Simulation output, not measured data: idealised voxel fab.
Proc. module: voxel ribs on slabs
cross-section cut | 285 nm wide | cells 5 nm
How to read a cross-section here: the picture is a grid of square cells, written as bands going from the top down, and any band can span one or more rows of cells. Look at the band entry: it leads with the top's height and the bottom's height in nm. Then it lists the materials left to right, with a width in nm for each. The word "throughout" on a single material says that material fills the band edge to edge. The word "blank" is empty space. Height 0 is the level under which the wafer as received is all one material. The lowest band goes on downwards, as in "0 down". It should be noted that a width expressed as "30 to 40" varies in equal increments from row to row of cells within the band, taking the value of the first number at the top row and that of the second number at the bottom row. "left unchanged", as given for a step, is the statement that not any cell of the cross-section underwent a change during that step. In "Sealed internal voids" the enclosed voids are listed, meaning empty spaces of 8 cells or larger without any opening to the top. The form is width x height at distance, distance from the left edge, units nm. after a step's settings: what the simulator itself notes on the step. overlay nm: on a step with a mask, how far right of its planned place the mask lay; negative means left.
Steps planned for the process
- 1: RECEIVE,material Si
- 2: DIRECTIONAL_DEP,material SiO2,thk nm 30
- 3: DIRECTIONAL_DEP,material SiN,thk nm 20
- 4: MASKED_ETCH,tone cover,mask id RIB,width nm 25,etch materials SiN,depth nm 15,overlay nm 0
- 5: PATTERN,tone cover,mask id SLAB,material resist,width nm 65,thk nm 15,overlay nm 0
- 6: DIRECTIONAL_ETCH,etch materials SiN,depth nm 5
- 7: STRIP,etch materials resist
- 8: FILL_DEP,material SiO2,thk nm 25
- 9: CMP,height nm 70
- 10: DIRECTIONAL_DEP,material TiN,thk nm 10
- 11: DIRECTIONAL_DEP,material aC,thk nm 15
- 12: PATTERN,tone cover,mask id HEATER,material resist,width nm 35,thk nm 35,overlay nm 0
- 13: DIRECTIONAL_ETCH,etch materials aC,depth nm 15
- 14: STRIP,etch materials resist
- 15: DIRECTIONAL_ETCH,etch materials TiN,depth nm 10
- 16: STRIP,etch materials aC
- 17: CONFORMAL_DEP,material SiO2,thk nm 5
Cross-sectional view of the wafer in its as-received condition, corresponding to the state after step 1
- 0 down = Si throughout
- Sealed internal voids: none
First of two wafers, end-of-module section, run followed plan
- 85 to 80 = blank 120 nm, then SiO2 45 nm, then blank 120 nm
- 80 to 75 = blank 120 nm, then SiO2 5 nm, then TiN 35 nm, then SiO2 5 nm, then blank 120 nm
- 75 to 70 = SiO2 125 nm, then TiN 35 nm, then SiO2 125 nm
- 70 to 50 = SiO2 throughout
- 50 to 35 = SiO2 130 nm, then SiN 25 nm, then SiO2 130 nm
- 35 to 30 = SiO2 110 nm, then SiN 65 nm, then SiO2 110 nm
- 30 to 0 = SiO2 throughout
- 0 down = Si throughout
- Sealed internal voids: none
End of module, second wafer, cross-section. Started like the first, planned like the first, run with one mistake
- 85 to 80 = blank 120 nm, then SiO2 45 nm, then blank 120 nm
- 80 to 75 = blank 120 nm, then SiO2 5 nm, then TiN 35 nm, then SiO2 5 nm, then blank 120 nm
- 75 to 70 = SiO2 125 nm, then TiN 35 nm, then SiO2 125 nm
- 70 to 50 = SiO2 throughout
- 50 to 35 = SiO2 140 nm, then SiN 25 nm, then SiO2 120 nm
- 35 to 30 = SiO2 110 nm, then SiN 65 nm, then SiO2 110 nm
- 30 to 0 = SiO2 throughout
- 0 down = Si throughout
- Sealed internal voids: none
What was done differently from what was planned? in deviation from the planned setting, step 4 was conducted as MASKED_ETCH,tone cover,mask id RIB,width nm 25,etch materials SiN,depth nm 15,overlay nm 10
In the final comparison it is observed that the number of cells assigned to each material is identical for the two wafers, whereas their placement is not.
